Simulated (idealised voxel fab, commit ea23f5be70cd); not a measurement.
The following process module bears the name voxel wiring stack.
Cross-sectional view cut (width: 270 nm; square cell size: 5 nm).
Just so we're on the same page, the cross-sections are grids of square cells, and they're listed out in bands top to bottom, each band one or more rows deep. The band entry comprises the height of the band's top followed by the height of its bottom, expressed in nm, and subsequently the band's materials from left to right, each stated together with its width in nm. Where a single material is marked with the word "all across", that material fills the band from edge to edge. The word "empty" represents empty space. Height reference: 0 = level under which incoming wafer is all one material. Lowest band: no bottom, runs on downward, e.g. "0 and below". Top row gets the first number, bottom row gets the second, and each row in between changes by the same step: that is how a band width like "30 to 40" works. No cell of the cross-section changed in a step that is given as "no change occurred". Empty spaces counting at least 8 cells and having no open way to the top are listed in "Trapped void list". The notation width x height at distance is used for each, the distance being from the left edge and all three values in nm. That trailing text on a step's line, after the settings, is the simulator's own remark on the step. overlay nm: how far to the right of its planned place the mask lay on this masked step (negative: to the left).
Process steps (planned)
1,RECEIVE,material Si
2,CONFORMAL_DEP,material SiO2,thk nm 15
3,CONFORMAL_DEP,material SiCN,thk nm 5
4,DIRECTIONAL_DEP,material SiO2,thk nm 20
5,PATTERN,tone open,mask id METAL_1,material resist,width nm 25,pitch nm 45,thk nm 20,overlay nm 0
6,DIRECTIONAL_ETCH,etch materials SiO2,depth nm 20
7,DIRECTIONAL_ETCH,etch materials SiCN,depth nm 5
8,STRIP,etch materials resist
9,CONFORMAL_DEP,material TiN,thk nm 5
10,FILL_DEP,material Ru,thk nm 5
11,CMP,height nm 40
12,CONFORMAL_DEP,material SiCN,thk nm 5
13,DIRECTIONAL_DEP,material SiO2,thk nm 10
14,PATTERN,tone open,mask id PLUG_1,material resist,width nm 15,pitch nm 45,thk nm 20,overlay nm 0
15,DIRECTIONAL_ETCH,etch materials SiO2,depth nm 10
16,DIRECTIONAL_ETCH,etch materials SiCN,depth nm 5
17,STRIP,etch materials resist
18,EPI,material Ru,thk nm 10
19,EPI,material Ru,thk nm 5
20,CONFORMAL_DEP,material SiN,thk nm 5
21,DIRECTIONAL_DEP,material lowk,thk nm 20
22,PATTERN,tone open,mask id METAL_2,material resist,width nm 25,pitch nm 45,thk nm 20,overlay nm 0
23,DIRECTIONAL_ETCH,etch materials lowk,depth nm 20
24,DIRECTIONAL_ETCH,etch materials SiN,depth nm 5
25,STRIP,etch materials resist
26,CONFORMAL_DEP,material TiN,thk nm 5
27,FILL_DEP,material Cu,thk nm 5
28,CMP,height nm 80
29,CONFORMAL_DEP,material SiCN,thk nm 5
30,DIRECTIONAL_DEP,material lowk,thk nm 30
31,MASKED_ETCH,tone open,mask id METAL_3_HOLES,width nm 15,pitch nm 90,etch materials lowk,depth nm 30,overlay nm 0
32,DIRECTIONAL_DEP,material aC,thk nm 10
33,PATTERN,tone open,mask id METAL_3,material resist,width nm 25,pitch nm 45,thk nm 25,overlay nm 0
34,DIRECTIONAL_ETCH,etch materials aC,depth nm 10
35,STRIP,etch materials resist
36,DIRECTIONAL_ETCH,etch materials lowk,depth nm 15
37,DIRECTIONAL_ETCH,etch materials SiCN,depth nm 5
38,STRIP,etch materials aC
39,CONFORMAL_DEP,material TiN,thk nm 5
40,FILL_DEP,material Cu,thk nm 10
41,CMP,height nm 115
42,CONFORMAL_DEP,material SiN,thk nm 5
Wafer cross-section on receipt, i.e. after step 1
> 0 and below: Si all across
> Trapped void list: none
Cross-sectional view of the first of the two wafers upon completion of the module, processed in accordance with the plan
> 120 down to 115: SiN all across
> 115 down to 105: lowk 55, then TiN 5, then Cu 15, then TiN 5, then lowk 20, then TiN 5, then Cu 15, then TiN 5, then lowk 20, then TiN 5, then Cu 15, then TiN 5, then lowk 20, then TiN 5, then Cu 15, then TiN 5, then lowk 55
> 105 down to 100: lowk 55, then TiN 5, then Cu 5, then TiN 15, then lowk 20, then TiN 25, then lowk 20, then TiN 5, then Cu 5, then TiN 15, then lowk 20, then TiN 25, then lowk 55
> 100 down to 85: lowk 55, then TiN 5, then Cu 5, then TiN 5, then lowk 75, then TiN 5, then Cu 5, then TiN 5, then lowk 110
> 85 down to 80: SiCN 55, then TiN 15, then SiCN 75, then TiN 15, then SiCN 110
> 80 down to 60: lowk 55, then TiN 5, then Cu 15, then TiN 5, then lowk 20, then TiN 5, then Cu 15, then TiN 5, then lowk 20, then TiN 5, then Cu 15, then TiN 5, then lowk 20, then TiN 5, then Cu 15, then TiN 5, then lowk 55
> 60 down to 55: SiN 55, then TiN 25, then SiN 20, then TiN 25, then SiN 20, then TiN 25, then SiN 20, then TiN 25, then SiN 55
> 55 down to 45: SiO2 55, then Ru 15, then SiO2 30, then Ru 15, then SiO2 30, then Ru 15, then SiO2 30, then Ru 15, then SiO2 65
> 45 down to 40: SiCN 55, then Ru 15, then SiCN 30, then Ru 15, then SiCN 30, then Ru 15, then SiCN 30, then Ru 15, then SiCN 65
> 40 down to 20: SiO2 55, then TiN 5, then Ru 15, then TiN 5, then SiO2 20, then TiN 5, then Ru 15, then TiN 5, then SiO2 20, then TiN 5, then Ru 15, then TiN 5, then SiO2 20, then TiN 5, then Ru 15, then TiN 5, then SiO2 55
> 20 down to 15: SiCN 55, then TiN 25, then SiCN 20, then TiN 25, then SiCN 20, then TiN 25, then SiCN 20, then TiN 25, then SiCN 55
> 15 down to 0: SiO2 all across
> 0 and below: Si all across
> Trapped void list: none
The second wafer, shown in cross-section after the module: started the same way as the first and given the same plan, yet one mistake crept into how it was run
> 120 down to 115: SiN all across
> 115 down to 105: lowk 55, then TiN 5, then Cu 15, then TiN 5, then lowk 20, then TiN 5, then Cu 15, then TiN 5, then lowk 20, then TiN 5, then Cu 15, then TiN 5, then lowk 20, then TiN 5, then Cu 15, then TiN 5, then lowk 55
> 105 down to 100: lowk 55, then TiN 5, then Cu 5, then TiN 15, then lowk 20, then TiN 25, then lowk 20, then TiN 5, then Cu 5, then TiN 15, then lowk 20, then TiN 25, then lowk 55
> 100 down to 85: lowk 55, then TiN 5, then Cu 5, then TiN 5, then lowk 75, then TiN 5, then Cu 5, then TiN 5, then lowk 110
> 85 down to 80: SiCN 55, then TiN 15, then SiCN 75, then TiN 15, then SiCN 110
> 80 down to 70: lowk 55, then TiN 5, then Cu 15, then TiN 5, then lowk 20, then TiN 5, then Cu 15, then TiN 5, then lowk 20, then TiN 5, then Cu 15, then TiN 5, then lowk 20, then TiN 5, then Cu 15, then TiN 5, then lowk 55
> 70 down to 65: lowk 40, then SiN 15, then TiN 25, then SiN 20, then TiN 25, then SiN 20, then TiN 25, then SiN 20, then TiN 25, then SiN 5, then lowk 50
> 65 down to 60: lowk 40, then SiN 5, then Ru 35, then SiN 10, then Ru 35, then SiN 10, then Ru 35, then SiN 10, then Ru 35, then SiN 5, then lowk 50
> 60 down to 55: SiN 45, then Ru 35, then SiN 10, then Ru 35, then SiN 10, then Ru 35, then SiN 10, then Ru 35, then SiN 55
> 55 down to 45: SiO2 55, then Ru 15, then SiO2 30, then Ru 15, then SiO2 30, then Ru 15, then SiO2 30, then Ru 15, then SiO2 65
> 45 down to 40: SiCN 55, then Ru 15, then SiCN 30, then Ru 15, then SiCN 30, then Ru 15, then SiCN 30, then Ru 15, then SiCN 65
> 40 down to 20: SiO2 55, then TiN 5, then Ru 15, then TiN 5, then SiO2 20, then TiN 5, then Ru 15, then TiN 5, then SiO2 20, then TiN 5, then Ru 15, then TiN 5, then SiO2 20, then TiN 5, then Ru 15, then TiN 5, then SiO2 55
> 20 down to 15: SiCN 55, then TiN 25, then SiCN 20, then TiN 25, then SiCN 20, then TiN 25, then SiCN 20, then TiN 25, then SiCN 55
> 15 down to 0: SiO2 all across
> 0 and below: Si all across
> Trapped void list: none
Misprocessing identified: heads up, step 18 of the plan got done twice
Per the end-of-run cell counts, the second wafer holds more or fewer of some materials than the first: Cu -24, Ru +56, SiN +16, TiN -16, lowk -32
